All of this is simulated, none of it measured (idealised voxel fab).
You're looking at the process module voxel fin reveal.
The figure presents cross-section cut, which has a width of 190 nm and is divided into square cells with an edge length of 5 nm.
Throughout this document, each cross-section is represented as a grid of square cells and is presented as a sequence of bands enumerated from the top downward, where a band comprises one or more rows of cells. It is stipulated that each band's entry specify, in nanometres, the height of the top of the band and then that of its bottom, followed by the materials of the band in left-to-right sequence, each together with its width in nanometres. A single material marked by the word "everywhere" is understood to fill the band from edge to edge; the word "blank" is understood to denote empty space. Zero point of the height axis is 0; under it, received wafer = one material. Lowest band: continues down indefinitely, "0 and below". Width: "30..40" (first number = top row, second number = bottom row, same change from row to row of cells). For the purposes of this document, the phrase "everything unchanged" attached to a step denotes that no cell within the cross-section was modified by that step. You'll see "Closed void catalog" listing empty spaces that have no way open to the top, as long as they're 8 cells or more; the notation is width x height at distance, where the distance is from the left edge, and all of it is in nm. Where a step's line continues beyond its settings, the continuation is a remark by the simulator itself on that step. Regarding "overlay nm": on a step with a mask, it is the distance the mask lay to the right of its planned place; a negative value places it to the left.
## Process steps - plan
1. RECEIVE [material Si]
2. CONFORMAL_DEP [material SiN] [thk nm 10]
3. DIRECTIONAL_DEP [material aC] [thk nm 10]
4. PATTERN [tone cover] [mask id FINS] [material resist] [width nm 15] [pitch nm 40] [thk nm 25] [overlay nm 0]
5. DIRECTIONAL_ETCH [etch materials aC] [depth nm 10]
6. STRIP [etch materials resist]
7. DIRECTIONAL_ETCH [etch materials SiN] [depth nm 10]
8. DIRECTIONAL_ETCH [etch materials Si] [depth nm 30]
9. STRIP [etch materials aC]
10. FILL_DEP [material SiO2] [thk nm 10]
11. CMP [height nm 10]
12. SELECTIVE_ETCH [etch materials SiO2] [depth nm 20]
13. STRIP [etch materials SiN]
14. CONFORMAL_DEP [material SiO2] [thk nm 5]
## This is the cross-section of the wafer as we received it, i.e. after step 1
0 and below | Si everywhere
Closed void catalog: none
## The module was run from the start shown above using the plan shown above, but one mistake was made doing it; the resulting wafer cross-section is below
5 down to 0 | blank=50, then SiO2=25, then blank=15, then SiO2=25, then blank=75
0 down to -5 | blank=50, then SiO2=5, then Si=15, then SiO2=5, then blank=15, then SiO2=5, then Si=15, then SiO2=5, then blank=75
-5 down to -30 | SiO2=55, then Si=15, then SiO2=25, then Si=15, then SiO2=80
-30 and below | Si everywhere
Closed void catalog: none
Deviation noted in wafer processing: step 4 deviated from plan and actually ran as PATTERN [tone cover] [mask id FINS] [material resist] [width nm 15] [pitch nm 40] [thk nm 25] [overlay nm -10]
